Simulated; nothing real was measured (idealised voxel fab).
Process module name: voxel air gaps
Xsec cut, 210 nm wide, square cell size 5 nm.
Throughout this document, each cross-section is represented as a grid of square cells and is presented as a sequence of bands enumerated from the top downward, where a band comprises one or more rows of cells. Band entry format. Leading values: height of top, height of bottom, nm. Remainder: materials in left-to-right order, each with its width in nm. Special words: "everywhere" on a single material, which then fills the band edge to edge; "empty", empty space. For the purposes of this specification, 0 denotes the height below which the wafer in its as-received condition is composed wholly of one material, and the lowermost band, lacking a lower limit, extends downward without end, as expressed in "0 and below". Read "30 to 40" as a graded width: first number on top, second number at the bottom, same change between each pair of neighbouring rows. Basically "everything unchanged" means that step didn't change any cell in the cross-section. Look at "Internal closed voids" for the closed voids: empty spaces with no open path to the top, sized 8 cells or up. Each is width x height at distance, distance from the left edge, all nm. If you see something after the settings on a step's line, that's the simulator's own remark about that step. What "overlay nm" on a step's line means: if the step has a mask, that mask lay this far to the right of its planned place, or, when the value is negative, to the left. Each pair of cross-sections that follows straddles one process step: the one shows the state before the step, the other the state after it, down to the lowest band that changed and no further. The step in question, and its settings, are given under the pair. Note that a pair is not necessarily a continuation of the pair above it, since pairs can come from different runs of this module on the same starting wafer; it is a continuation only where its entry headed "Prior to step" says so.

[Prior to step]
* 0 and below: Si everywhere
* Internal closed voids: none

[Post-Step Appearance]
* 10 down to 0: SiO2 everywhere
* below 0: unchanged
* Internal closed voids: none
Process step bridging the above cross-sections: op CONFORMAL_DEP | material SiO2 | thk nm 10

Prior to step: refer to the pair immediately above; the cross-section shown after its step is the state before this one.

[Post-Step Appearance]
* 15 down to 10: SiCN everywhere
* below 10: unchanged
* Internal closed voids: none
Process step bridging the above cross-sections: op CONFORMAL_DEP | material SiCN | thk nm 5

Prior to step: refer to the pair immediately above; the cross-section shown after its step is the state before this one.

[Post-Step Appearance]
* 50 down to 15: lowk everywhere
* below 15: unchanged
* Internal closed voids: none
Process step bridging the above cross-sections: op DIRECTIONAL_DEP | material lowk | thk nm 35

Prior to step: refer to the pair immediately above; the cross-section shown after its step is the state before this one.

[Post-Step Appearance]
* 65 down to 50: aC everywhere
* below 50: unchanged
* Internal closed voids: none
Process step bridging the above cross-sections: op DIRECTIONAL_DEP | material aC | thk nm 15

Prior to step: refer to the pair immediately above; the cross-section shown after its step is the state before this one.

[Post-Step Appearance]
* 100 down to 65: 50 resist, 15 empty, 30 resist, 15 empty, 30 resist, 15 empty, 55 resist
* below 65: unchanged
* Internal closed voids: none
Process step bridging the above cross-sections: op PATTERN | tone open | mask id LINES | material resist | width nm 15 | pitch nm 45 | thk nm 35 | overlay nm 0

Prior to step: refer to the pair immediately above; the cross-section shown after its step is the state before this one.

[Post-Step Appearance]
* 85 down to 65: 50 resist, 15 empty, 30 resist, 15 empty, 30 resist, 15 empty, 55 resist
* 65 down to 50: 50 aC, 15 empty, 30 aC, 15 empty, 30 aC, 15 empty, 55 aC
* below 50: unchanged
* Internal closed voids: none
Process step bridging the above cross-sections: op DIRECTIONAL_ETCH | etch materials aC | depth nm 15

Prior to step: refer to the pair immediately above; the cross-section shown after its step is the state before this one.

[Post-Step Appearance]
* 65 down to 50: 50 aC, 15 empty, 30 aC, 15 empty, 30 aC, 15 empty, 55 aC
* below 50: unchanged
* Internal closed voids: none
Process step bridging the above cross-sections: op STRIP | etch materials resist

Prior to step: refer to the pair immediately above; the cross-section shown after its step is the state before this one.

[Post-Step Appearance]
* 65 down to 50: 50 aC, 15 empty, 30 aC, 15 empty, 30 aC, 15 empty, 55 aC
* 50 down to 15: 50 lowk, 15 empty, 30 lowk, 15 empty, 30 lowk, 15 empty, 55 lowk
* below 15: unchanged
* Internal closed voids: none
Process step bridging the above cross-sections: op DIRECTIONAL_ETCH | etch materials lowk | depth nm 35

Prior to step: refer to the pair immediately above; the cross-section shown after its step is the state before this one.

[Post-Step Appearance]
* 50 down to 15: 50 lowk, 15 empty, 30 lowk, 15 empty, 30 lowk, 15 empty, 55 lowk
* below 15: unchanged
* Internal closed voids: none
Process step bridging the above cross-sections: op STRIP | etch materials aC

Prior to step: refer to the pair immediately above; the cross-section shown after its step is the state before this one.

[Post-Step Appearance]
* 55 down to 50: 55 TiN, 5 empty, 40 TiN, 5 empty, 40 TiN, 5 empty, 60 TiN
* 50 down to 20: 50 lowk, 5 TiN, 5 empty, 5 TiN, 30 lowk, 5 TiN, 5 empty, 5 TiN, 30 lowk, 5 TiN, 5 empty, 5 TiN, 55 lowk
* 20 down to 15: 50 lowk, 15 TiN, 30 lowk, 15 TiN, 30 lowk, 15 TiN, 55 lowk
* below 15: unchanged
* Internal closed voids: none
Process step bridging the above cross-sections: op CONFORMAL_DEP | material TiN | thk nm 5

Prior to step: refer to the pair immediately above; the cross-section shown after its step is the state before this one.

[Post-Step Appearance]
* 65 down to 55: W everywhere
* 55 down to 50: 55 TiN, 5 W, 40 TiN, 5 W, 40 TiN, 5 W, 60 TiN
* 50 down to 20: 50 lowk, 5 TiN, 5 W, 5 TiN, 30 lowk, 5 TiN, 5 W, 5 TiN, 30 lowk, 5 TiN, 5 W, 5 TiN, 55 lowk
* below 20: unchanged
* Internal closed voids: none
Process step bridging the above cross-sections: op FILL_DEP | material W | thk nm 10

Prior to step: refer to the pair immediately above; the cross-section shown after its step is the state before this one.

[Post-Step Appearance]
* 50 down to 20: 50 lowk, 5 TiN, 5 W, 5 TiN, 30 lowk, 5 TiN, 5 W, 5 TiN, 30 lowk, 5 TiN, 5 W, 5 TiN, 55 lowk
* below 20: unchanged
* Internal closed voids: none
Process step bridging the above cross-sections: op CMP | height nm 50

Prior to step: refer to the pair immediately above; the cross-section shown after its step is the state before this one.

[Post-Step Appearance]
* 60 down to 50: 40 empty, 35 Ru, 10 empty, 35 Ru, 10 empty, 35 Ru, 45 empty
* below 50: unchanged
* Internal closed voids: none
Process step bridging the above cross-sections: op EPI | material Ru | thk nm 10

Prior to step: refer to the pair immediately above; the cross-section shown after its step is the state before this one.

[Post-Step Appearance]
* 60 down to 50: 40 empty, 35 Ru, 10 empty, 35 Ru, 10 empty, 35 Ru, 45 empty
* 50 down to 20: 50 empty, 5 TiN, 5 W, 5 TiN, 30 empty, 5 TiN, 5 W, 5 TiN, 30 empty, 5 TiN, 5 W, 5 TiN, 55 empty
* 20 down to 15: 50 empty, 15 TiN, 30 empty, 15 TiN, 30 empty, 15 TiN, 55 empty
* below 15: unchanged
* Internal closed voids: none
Process step bridging the above cross-sections: op SELECTIVE_ETCH | etch materials lowk | depth nm 45

Prior to step: refer to the pair immediately above; the cross-section shown after its step is the state before this one.

[Post-Step Appearance]
* 65 down to 60: 35 empty, 135 SiCN, 40 empty
* 60 down to 50: 35 empty, 5 SiCN, 35 Ru, 10 SiCN, 35 Ru, 10 SiCN, 35 Ru, 5 SiCN, 40 empty
* 50 down to 45: 35 empty, 15 SiCN, 5 TiN, 5 W, 5 TiN, 30 SiCN, 5 TiN, 5 W, 5 TiN, 30 SiCN, 5 TiN, 5 W, 5 TiN, 15 SiCN, 40 empty
* 45 down to 20: 45 empty, 5 SiCN, 5 TiN, 5 W, 5 TiN, 5 SiCN, 20 empty, 5 SiCN, 5 TiN, 5 W, 5 TiN, 5 SiCN, 20 empty, 5 SiCN, 5 TiN, 5 W, 5 TiN, 5 SiCN, 50 empty
* 20 down to 15: 50 SiCN, 15 TiN, 30 SiCN, 15 TiN, 30 SiCN, 15 TiN, 55 SiCN
* below 15: unchanged
* Internal closed voids: 20 x 25 at 70; 20 x 25 at 115
Process step bridging the above cross-sections: op CONFORMAL_DEP | material SiCN | thk nm 5

[Prior to step]
* 60 down to 50: 40 empty, 35 Ru, 10 empty, 35 Ru, 10 empty, 35 Ru, 45 empty
* 50 down to 20: 50 lowk, 5 TiN, 5 W, 5 TiN, 30 lowk, 5 TiN, 5 W, 5 TiN, 30 lowk, 5 TiN, 5 W, 5 TiN, 55 lowk
* 20 down to 15: 50 lowk, 15 TiN, 30 lowk, 15 TiN, 30 lowk, 15 TiN, 55 lowk
* 15 down to 10: SiCN everywhere
* 10 down to 0: SiO2 everywhere
* 0 and below: Si everywhere
* Internal closed voids: none

[Post-Step Appearance]
* 70 down to 50: 30 empty, 145 Ru, 35 empty
* below 50: unchanged
* Internal closed voids: none
Process step bridging the above cross-sections: op EPI | material Ru | thk nm 10

Prior to step: refer to the pair immediately above; the cross-section shown after its step is the state before this one.

[Post-Step Appearance]
* 70 down to 50: 30 empty, 145 Ru, 35 empty
* 50 down to 20: 50 empty, 5 TiN, 5 W, 5 TiN, 30 lowk, 5 TiN, 5 W, 5 TiN, 30 lowk, 5 TiN, 5 W, 5 TiN, 55 empty
* 20 down to 15: 50 empty, 15 TiN, 30 lowk, 15 TiN, 30 lowk, 15 TiN, 55 empty
* below 15: unchanged
* Internal closed voids: none
Process step bridging the above cross-sections: op SELECTIVE_ETCH | etch materials lowk | depth nm 45

Prior to step: refer to the pair immediately above; the cross-section shown after its step is the state before this one.

[Post-Step Appearance]
* 75 down to 70: 25 empty, 155 SiCN, 30 empty
* 70 down to 50: 25 empty, 5 SiCN, 145 Ru, 5 SiCN, 30 empty
* 50 down to 45: 25 empty, 25 SiCN, 5 TiN, 5 W, 5 TiN, 30 lowk, 5 TiN, 5 W, 5 TiN, 30 lowk, 5 TiN, 5 W, 5 TiN, 25 SiCN, 30 empty
* 45 down to 20: 45 empty, 5 SiCN, 5 TiN, 5 W, 5 TiN, 30 lowk, 5 TiN, 5 W, 5 TiN, 30 lowk, 5 TiN, 5 W, 5 TiN, 5 SiCN, 50 empty
* 20 down to 15: 50 SiCN, 15 TiN, 30 lowk, 15 TiN, 30 lowk, 15 TiN, 55 SiCN
* below 15: unchanged
* Internal closed voids: none
Process step bridging the above cross-sections: op CONFORMAL_DEP | material SiCN | thk nm 5

[Prior to step]
* 50 down to 20: 50 lowk, 5 TiN, 5 W, 5 TiN, 30 lowk, 5 TiN, 5 W, 5 TiN, 30 lowk, 5 TiN, 5 W, 5 TiN, 55 lowk
* 20 down to 15: 50 lowk, 15 TiN, 30 lowk, 15 TiN, 30 lowk, 15 TiN, 55 lowk
* 15 down to 10: SiCN everywhere
* 10 down to 0: SiO2 everywhere
* 0 and below: Si everywhere
* Internal closed voids: none

[Post-Step Appearance]
* 50 down to 20: 50 empty, 5 TiN, 5 W, 5 TiN, 30 empty, 5 TiN, 5 W, 5 TiN, 30 empty, 5 TiN, 5 W, 5 TiN, 55 empty
* 20 down to 15: 50 empty, 15 TiN, 30 empty, 15 TiN, 30 empty, 15 TiN, 55 empty
* below 15: unchanged
* Internal closed voids: none
Process step bridging the above cross-sections: op SELECTIVE_ETCH | etch materials lowk | depth nm 45

Prior to step: refer to the pair immediately above; the cross-section shown after its step is the state before this one.

[Post-Step Appearance]
* 60 down to 50: 40 empty, 35 Ru, 10 empty, 35 Ru, 10 empty, 35 Ru, 45 empty
* 50 down to 20: 40 empty, 10 Ru, 5 TiN, 5 W, 5 TiN, 10 Ru, 10 empty, 10 Ru, 5 TiN, 5 W, 5 TiN, 10 Ru, 10 empty, 10 Ru, 5 TiN, 5 W, 5 TiN, 10 Ru, 45 empty
* 20 down to 15: 40 empty, 10 Ru, 15 TiN, 10 Ru, 10 empty, 10 Ru, 15 TiN, 10 Ru, 10 empty, 10 Ru, 15 TiN, 10 Ru, 45 empty
* below 15: unchanged
* Internal closed voids: none
Process step bridging the above cross-sections: op EPI | material Ru | thk nm 10

Prior to step: refer to the pair immediately above; the cross-section shown after its step is the state before this one.

[Post-Step Appearance]
* 65 down to 60: 35 empty, 135 SiCN, 40 empty
* 60 down to 50: 35 empty, 5 SiCN, 35 Ru, 10 SiCN, 35 Ru, 10 SiCN, 35 Ru, 5 SiCN, 40 empty
* 50 down to 20: 35 empty, 5 SiCN, 10 Ru, 5 TiN, 5 W, 5 TiN, 10 Ru, 10 SiCN, 10 Ru, 5 TiN, 5 W, 5 TiN, 10 Ru, 10 SiCN, 10 Ru, 5 TiN, 5 W, 5 TiN, 10 Ru, 5 SiCN, 40 empty
* 20 down to 15: 40 SiCN, 10 Ru, 15 TiN, 10 Ru, 10 SiCN, 10 Ru, 15 TiN, 10 Ru, 10 SiCN, 10 Ru, 15 TiN, 10 Ru, 45 SiCN
* below 15: unchanged
* Internal closed voids: none
Process step bridging the above cross-sections: op CONFORMAL_DEP | material SiCN | thk nm 5

[Prior to step]
* 10 down to 0: SiO2 everywhere
* 0 and below: Si everywhere
* Internal closed voids: none

[Post-Step Appearance]
* 25 down to 10: SiCN everywhere
* below 10: unchanged
* Internal closed voids: none
Process step bridging the above cross-sections: op CONFORMAL_DEP | material SiCN | thk nm 15

Prior to step: refer to the pair immediately above; the cross-section shown after its step is the state before this one.

[Post-Step Appearance]
* 60 down to 25: lowk everywhere
* below 25: unchanged
* Internal closed voids: none
Process step bridging the above cross-sections: op DIRECTIONAL_DEP | material lowk | thk nm 35

Prior to step: refer to the pair immediately above; the cross-section shown after its step is the state before this one.

[Post-Step Appearance]
* 75 down to 60: aC everywhere
* below 60: unchanged
* Internal closed voids: none
Process step bridging the above cross-sections: op DIRECTIONAL_DEP | material aC | thk nm 15

Prior to step: refer to the pair immediately above; the cross-section shown after its step is the state before this one.

[Post-Step Appearance]
* 110 down to 75: 50 resist, 15 empty, 30 resist, 15 empty, 30 resist, 15 empty, 55 resist
* below 75: unchanged
* Internal closed voids: none
Process step bridging the above cross-sections: op PATTERN | tone open | mask id LINES | material resist | width nm 15 | pitch nm 45 | thk nm 35 | overlay nm 0

Prior to step: refer to the pair immediately above; the cross-section shown after its step is the state before this one.

[Post-Step Appearance]
* 95 down to 75: 50 resist, 15 empty, 30 resist, 15 empty, 30 resist, 15 empty, 55 resist
* 75 down to 60: 50 aC, 15 empty, 30 aC, 15 empty, 30 aC, 15 empty, 55 aC
* below 60: unchanged
* Internal closed voids: none
Process step bridging the above cross-sections: op DIRECTIONAL_ETCH | etch materials aC | depth nm 15

Prior to step: refer to the pair immediately above; the cross-section shown after its step is the state before this one.

[Post-Step Appearance]
* 75 down to 60: 50 aC, 15 empty, 30 aC, 15 empty, 30 aC, 15 empty, 55 aC
* below 60: unchanged
* Internal closed voids: none
Process step bridging the above cross-sections: op STRIP | etch materials resist

Prior to step: refer to the pair immediately above; the cross-section shown after its step is the state before this one.

[Post-Step Appearance]
* 75 down to 60: 50 aC, 15 empty, 30 aC, 15 empty, 30 aC, 15 empty, 55 aC
* 60 down to 25: 50 lowk, 15 empty, 30 lowk, 15 empty, 30 lowk, 15 empty, 55 lowk
* below 25: unchanged
* Internal closed voids: none
Process step bridging the above cross-sections: op DIRECTIONAL_ETCH | etch materials lowk | depth nm 35

Prior to step: refer to the pair immediately above; the cross-section shown after its step is the state before this one.

[Post-Step Appearance]
* 60 down to 25: 50 lowk, 15 empty, 30 lowk, 15 empty, 30 lowk, 15 empty, 55 lowk
* below 25: unchanged
* Internal closed voids: none
Process step bridging the above cross-sections: op STRIP | etch materials aC

Prior to step: refer to the pair immediately above; the cross-section shown after its step is the state before this one.

[Post-Step Appearance]
* 65 down to 60: 55 TiN, 5 empty, 40 TiN, 5 empty, 40 TiN, 5 empty, 60 TiN
* 60 down to 30: 50 lowk, 5 TiN, 5 empty, 5 TiN, 30 lowk, 5 TiN, 5 empty, 5 TiN, 30 lowk, 5 TiN, 5 empty, 5 TiN, 55 lowk
* 30 down to 25: 50 lowk, 15 TiN, 30 lowk, 15 TiN, 30 lowk, 15 TiN, 55 lowk
* below 25: unchanged
* Internal closed voids: none
Process step bridging the above cross-sections: op CONFORMAL_DEP | material TiN | thk nm 5

Prior to step: refer to the pair immediately above; the cross-section shown after its step is the state before this one.

[Post-Step Appearance]
* 75 down to 65: W everywhere
* 65 down to 60: 55 TiN, 5 W, 40 TiN, 5 W, 40 TiN, 5 W, 60 TiN
* 60 down to 30: 50 lowk, 5 TiN, 5 W, 5 TiN, 30 lowk, 5 TiN, 5 W, 5 TiN, 30 lowk, 5 TiN, 5 W, 5 TiN, 55 lowk
* below 30: unchanged
* Internal closed voids: none
Process step bridging the above cross-sections: op FILL_DEP | material W | thk nm 10

Prior to step: refer to the pair immediately above; the cross-section shown after its step is the state before this one.

[Post-Step Appearance]
* 50 down to 30: 50 lowk, 5 TiN, 5 W, 5 TiN, 30 lowk, 5 TiN, 5 W, 5 TiN, 30 lowk, 5 TiN, 5 W, 5 TiN, 55 lowk
* below 30: unchanged
* Internal closed voids: none
Process step bridging the above cross-sections: op CMP | height nm 50

Prior to step: refer to the pair immediately above; the cross-section shown after its step is the state before this one.

[Post-Step Appearance]
* 60 down to 50: 40 empty, 35 Ru, 10 empty, 35 Ru, 10 empty, 35 Ru, 45 empty
* below 50: unchanged
* Internal closed voids: none
Process step bridging the above cross-sections: op EPI | material Ru | thk nm 10

Prior to step: refer to the pair immediately above; the cross-section shown after its step is the state before this one.

[Post-Step Appearance]
* 60 down to 50: 40 empty, 35 Ru, 10 empty, 35 Ru, 10 empty, 35 Ru, 45 empty
* 50 down to 30: 50 empty, 5 TiN, 5 W, 5 TiN, 30 empty, 5 TiN, 5 W, 5 TiN, 30 empty, 5 TiN, 5 W, 5 TiN, 55 empty
* 30 down to 25: 50 empty, 15 TiN, 30 empty, 15 TiN, 30 empty, 15 TiN, 55 empty
* below 25: unchanged
* Internal closed voids: none
Process step bridging the above cross-sections: op SELECTIVE_ETCH | etch materials lowk | depth nm 45

Prior to step: refer to the pair immediately above; the cross-section shown after its step is the state before this one.

[Post-Step Appearance]
* 65 down to 60: 35 empty, 135 SiCN, 40 empty
* 60 down to 50: 35 empty, 5 SiCN, 35 Ru, 10 SiCN, 35 Ru, 10 SiCN, 35 Ru, 5 SiCN, 40 empty
* 50 down to 45: 35 empty, 15 SiCN, 5 TiN, 5 W, 5 TiN, 30 SiCN, 5 TiN, 5 W, 5 TiN, 30 SiCN, 5 TiN, 5 W, 5 TiN, 15 SiCN, 40 empty
* 45 down to 30: 45 empty, 5 SiCN, 5 TiN, 5 W, 5 TiN, 5 SiCN, 20 empty, 5 SiCN, 5 TiN, 5 W, 5 TiN, 5 SiCN, 20 empty, 5 SiCN, 5 TiN, 5 W, 5 TiN, 5 SiCN, 50 empty
* 30 down to 25: 50 SiCN, 15 TiN, 30 SiCN, 15 TiN, 30 SiCN, 15 TiN, 55 SiCN
* below 25: unchanged
* Internal closed voids: 20 x 15 at 70; 20 x 15 at 115
Process step bridging the above cross-sections: op CONFORMAL_DEP | material SiCN | thk nm 5

[Prior to step]
* 65 down to 50: aC everywhere
* 50 down to 15: lowk everywhere
* 15 down to 10: SiCN everywhere
* 10 down to 0: SiO2 everywhere
* 0 and below: Si everywhere
* Internal closed voids: none

[Post-Step Appearance]
* 100 down to 65: 45 resist, 25 empty, 20 resist, 25 empty, 20 resist, 25 empty, 50 resist
* below 65: unchanged
* Internal closed voids: none
Process step bridging the above cross-sections: op PATTERN | tone open | mask id LINES | material resist | width nm 25 | pitch nm 45 | thk nm 35 | overlay nm 0

Prior to step: refer to the pair immediately above; the cross-section shown after its step is the state before this one.

[Post-Step Appearance]
* 85 down to 65: 45 resist, 25 empty, 20 resist, 25 empty, 20 resist, 25 empty, 50 resist
* 65 down to 50: 45 aC, 25 empty, 20 aC, 25 empty, 20 aC, 25 empty, 50 aC
* below 50: unchanged
* Internal closed voids: none
Process step bridging the above cross-sections: op DIRECTIONAL_ETCH | etch materials aC | depth nm 15

Prior to step: refer to the pair immediately above; the cross-section shown after its step is the state before this one.

[Post-Step Appearance]
* 65 down to 50: 45 aC, 25 empty, 20 aC, 25 empty, 20 aC, 25 empty, 50 aC
* below 50: unchanged
* Internal closed voids: none
Process step bridging the above cross-sections: op STRIP | etch materials resist

Prior to step: refer to the pair immediately above; the cross-section shown after its step is the state before this one.

[Post-Step Appearance]
* 65 down to 50: 45 aC, 25 empty, 20 aC, 25 empty, 20 aC, 25 empty, 50 aC
* 50 down to 15: 45 lowk, 25 empty, 20 lowk, 25 empty, 20 lowk, 25 empty, 50 lowk
* below 15: unchanged
* Internal closed voids: none
Process step bridging the above cross-sections: op DIRECTIONAL_ETCH | etch materials lowk | depth nm 35

Prior to step: refer to the pair immediately above; the cross-section shown after its step is the state before this one.

[Post-Step Appearance]
* 50 down to 15: 45 lowk, 25 empty, 20 lowk, 25 empty, 20 lowk, 25 empty, 50 lowk
* below 15: unchanged
* Internal closed voids: none
Process step bridging the above cross-sections: op STRIP | etch materials aC

Prior to step: refer to the pair immediately above; the cross-section shown after its step is the state before this one.

[Post-Step Appearance]
* 55 down to 50: 50 TiN, 15 empty, 30 TiN, 15 empty, 30 TiN, 15 empty, 55 TiN
* 50 down to 20: 45 lowk, 5 TiN, 15 empty, 5 TiN, 20 lowk, 5 TiN, 15 empty, 5 TiN, 20 lowk, 5 TiN, 15 empty, 5 TiN, 50 lowk
* 20 down to 15: 45 lowk, 25 TiN, 20 lowk, 25 TiN, 20 lowk, 25 TiN, 50 lowk
* below 15: unchanged
* Internal closed voids: none
Process step bridging the above cross-sections: op CONFORMAL_DEP | material TiN | thk nm 5

Prior to step: refer to the pair immediately above; the cross-section shown after its step is the state before this one.

[Post-Step Appearance]
* 65 down to 55: W everywhere
* 55 down to 50: 50 TiN, 15 W, 30 TiN, 15 W, 30 TiN, 15 W, 55 TiN
* 50 down to 20: 45 lowk, 5 TiN, 15 W, 5 TiN, 20 lowk, 5 TiN, 15 W, 5 TiN, 20 lowk, 5 TiN, 15 W, 5 TiN, 50 lowk
* below 20: unchanged
* Internal closed voids: none
Process step bridging the above cross-sections: op FILL_DEP | material W | thk nm 10

Prior to step: refer to the pair immediately above; the cross-section shown after its step is the state before this one.

[Post-Step Appearance]
* 50 down to 20: 45 lowk, 5 TiN, 15 W, 5 TiN, 20 lowk, 5 TiN, 15 W, 5 TiN, 20 lowk, 5 TiN, 15 W, 5 TiN, 50 lowk
* below 20: unchanged
* Internal closed voids: none
Process step bridging the above cross-sections: op CMP | height nm 50

Prior to step: refer to the pair immediately above; the cross-section shown after its step is the state before this one.

[Post-Step Appearance]
* 60 down to 50: 35 empty, 135 Ru, 40 empty
* below 50: unchanged
* Internal closed voids: none
Process step bridging the above cross-sections: op EPI | material Ru | thk nm 10

Prior to step: refer to the pair immediately above; the cross-section shown after its step is the state before this one.

[Post-Step Appearance]
* 60 down to 50: 35 empty, 135 Ru, 40 empty
* 50 down to 20: 45 empty, 5 TiN, 15 W, 5 TiN, 20 lowk, 5 TiN, 15 W, 5 TiN, 20 lowk, 5 TiN, 15 W, 5 TiN, 50 empty
* 20 down to 15: 45 empty, 25 TiN, 20 lowk, 25 TiN, 20 lowk, 25 TiN, 50 empty
* below 15: unchanged
* Internal closed voids: none
Process step bridging the above cross-sections: op SELECTIVE_ETCH | etch materials lowk | depth nm 45

Prior to step: refer to the pair immediately above; the cross-section shown after its step is the state before this one.

[Post-Step Appearance]
* 65 down to 60: 30 empty, 145 SiCN, 35 empty
* 60 down to 50: 30 empty, 5 SiCN, 135 Ru, 5 SiCN, 35 empty
* 50 down to 45: 30 empty, 15 SiCN, 5 TiN, 15 W, 5 TiN, 20 lowk, 5 TiN, 15 W, 5 TiN, 20 lowk, 5 TiN, 15 W, 5 TiN, 15 SiCN, 35 empty
* 45 down to 20: 40 empty, 5 SiCN, 5 TiN, 15 W, 5 TiN, 20 lowk, 5 TiN, 15 W, 5 TiN, 20 lowk, 5 TiN, 15 W, 5 TiN, 5 SiCN, 45 empty
* 20 down to 15: 45 SiCN, 25 TiN, 20 lowk, 25 TiN, 20 lowk, 25 TiN, 50 SiCN
* below 15: unchanged
* Internal closed voids: none
Process step bridging the above cross-sections: op CONFORMAL_DEP | material SiCN | thk nm 5

[Prior to step]
* 65 down to 50: aC everywhere
* 50 down to 15: lowk everywhere
* 15 down to 10: SiCN everywhere
* 10 down to 0: SiO2 everywhere
* 0 and below: Si everywhere
* Internal closed voids: none

[Post-Step Appearance]
* 100 down to 65: 45 resist, 15 empty, 30 resist, 15 empty, 30 resist, 15 empty, 60 resist
* below 65: unchanged
* Internal closed voids: none
Process step bridging the above cross-sections: op PATTERN | tone open | mask id LINES | material resist | width nm 15 | pitch nm 45 | thk nm 35 | overlay nm -5

Prior to step: refer to the pair immediately above; the cross-section shown after its step is the state before this one.

[Post-Step Appearance]
* 85 down to 65: 45 resist, 15 empty, 30 resist, 15 empty, 30 resist, 15 empty, 60 resist
* 65 down to 50: 45 aC, 15 empty, 30 aC, 15 empty, 30 aC, 15 empty, 60 aC
* below 50: unchanged
* Internal closed voids: none
Process step bridging the above cross-sections: op DIRECTIONAL_ETCH | etch materials aC | depth nm 15

Prior to step: refer to the pair immediately above; the cross-section shown after its step is the state before this one.

[Post-Step Appearance]
* 65 down to 50: 45 aC, 15 empty, 30 aC, 15 empty, 30 aC, 15 empty, 60 aC
* below 50: unchanged
* Internal closed voids: none
Process step bridging the above cross-sections: op STRIP | etch materials resist

Prior to step: refer to the pair immediately above; the cross-section shown after its step is the state before this one.

[Post-Step Appearance]
* 65 down to 50: 45 aC, 15 empty, 30 aC, 15 empty, 30 aC, 15 empty, 60 aC
* 50 down to 15: 45 lowk, 15 empty, 30 lowk, 15 empty, 30 lowk, 15 empty, 60 lowk
* below 15: unchanged
* Internal closed voids: none
Process step bridging the above cross-sections: op DIRECTIONAL_ETCH | etch materials lowk | depth nm 35

Prior to step: refer to the pair immediately above; the cross-section shown after its step is the state before this one.

[Post-Step Appearance]
* 50 down to 15: 45 lowk, 15 empty, 30 lowk, 15 empty, 30 lowk, 15 empty, 60 lowk
* below 15: unchanged
* Internal closed voids: none
Process step bridging the above cross-sections: op STRIP | etch materials aC

Prior to step: refer to the pair immediately above; the cross-section shown after its step is the state before this one.

[Post-Step Appearance]
* 55 down to 50: 50 TiN, 5 empty, 40 TiN, 5 empty, 40 TiN, 5 empty, 65 TiN
* 50 down to 20: 45 lowk, 5 TiN, 5 empty, 5 TiN, 30 lowk, 5 TiN, 5 empty, 5 TiN, 30 lowk, 5 TiN, 5 empty, 5 TiN, 60 lowk
* 20 down to 15: 45 lowk, 15 TiN, 30 lowk, 15 TiN, 30 lowk, 15 TiN, 60 lowk
* below 15: unchanged
* Internal closed voids: none
Process step bridging the above cross-sections: op CONFORMAL_DEP | material TiN | thk nm 5

Prior to step: refer to the pair immediately above; the cross-section shown after its step is the state before this one.

[Post-Step Appearance]
* 65 down to 55: W everywhere
* 55 down to 50: 50 TiN, 5 W, 40 TiN, 5 W, 40 TiN, 5 W, 65 TiN
* 50 down to 20: 45 lowk, 5 TiN, 5 W, 5 TiN, 30 lowk, 5 TiN, 5 W, 5 TiN, 30 lowk, 5 TiN, 5 W, 5 TiN, 60 lowk
* below 20: unchanged
* Internal closed voids: none
Process step bridging the above cross-sections: op FILL_DEP | material W | thk nm 10

Prior to step: refer to the pair immediately above; the cross-section shown after its step is the state before this one.

[Post-Step Appearance]
* 50 down to 20: 45 lowk, 5 TiN, 5 W, 5 TiN, 30 lowk, 5 TiN, 5 W, 5 TiN, 30 lowk, 5 TiN, 5 W, 5 TiN, 60 lowk
* below 20: unchanged
* Internal closed voids: none
Process step bridging the above cross-sections: op CMP | height nm 50

Prior to step: refer to the pair immediately above; the cross-section shown after its step is the state before this one.

[Post-Step Appearance]
* 60 down to 50: 35 empty, 35 Ru, 10 empty, 35 Ru, 10 empty, 35 Ru, 50 empty
* below 50: unchanged
* Internal closed voids: none
Process step bridging the above cross-sections: op EPI | material Ru | thk nm 10

Prior to step: refer to the pair immediately above; the cross-section shown after its step is the state before this one.

[Post-Step Appearance]
* 60 down to 50: 35 empty, 35 Ru, 10 empty, 35 Ru, 10 empty, 35 Ru, 50 empty
* 50 down to 20: 45 empty, 5 TiN, 5 W, 5 TiN, 30 empty, 5 TiN, 5 W, 5 TiN, 30 empty, 5 TiN, 5 W, 5 TiN, 60 empty
* 20 down to 15: 45 empty, 15 TiN, 30 empty, 15 TiN, 30 empty, 15 TiN, 60 empty
* below 15: unchanged
* Internal closed voids: none
Process step bridging the above cross-sections: op SELECTIVE_ETCH | etch materials lowk | depth nm 45

Prior to step: refer to the pair immediately above; the cross-section shown after its step is the state before this one.

[Post-Step Appearance]
* 65 down to 60: 30 empty, 135 SiCN, 45 empty
* 60 down to 50: 30 empty, 5 SiCN, 35 Ru, 10 SiCN, 35 Ru, 10 SiCN, 35 Ru, 5 SiCN, 45 empty
* 50 down to 45: 30 empty, 15 SiCN, 5 TiN, 5 W, 5 TiN, 30 SiCN, 5 TiN, 5 W, 5 TiN, 30 SiCN, 5 TiN, 5 W, 5 TiN, 15 SiCN, 45 empty
* 45 down to 20: 40 empty, 5 SiCN, 5 TiN, 5 W, 5 TiN, 5 SiCN, 20 empty, 5 SiCN, 5 TiN, 5 W, 5 TiN, 5 SiCN, 20 empty, 5 SiCN, 5 TiN, 5 W, 5 TiN, 5 SiCN, 55 empty
* 20 down to 15: 45 SiCN, 15 TiN, 30 SiCN, 15 TiN, 30 SiCN, 15 TiN, 60 SiCN
* below 15: unchanged
* Internal closed voids: 20 x 25 at 65; 20 x 25 at 110
Process step bridging the above cross-sections: op CONFORMAL_DEP | material SiCN | thk nm 5
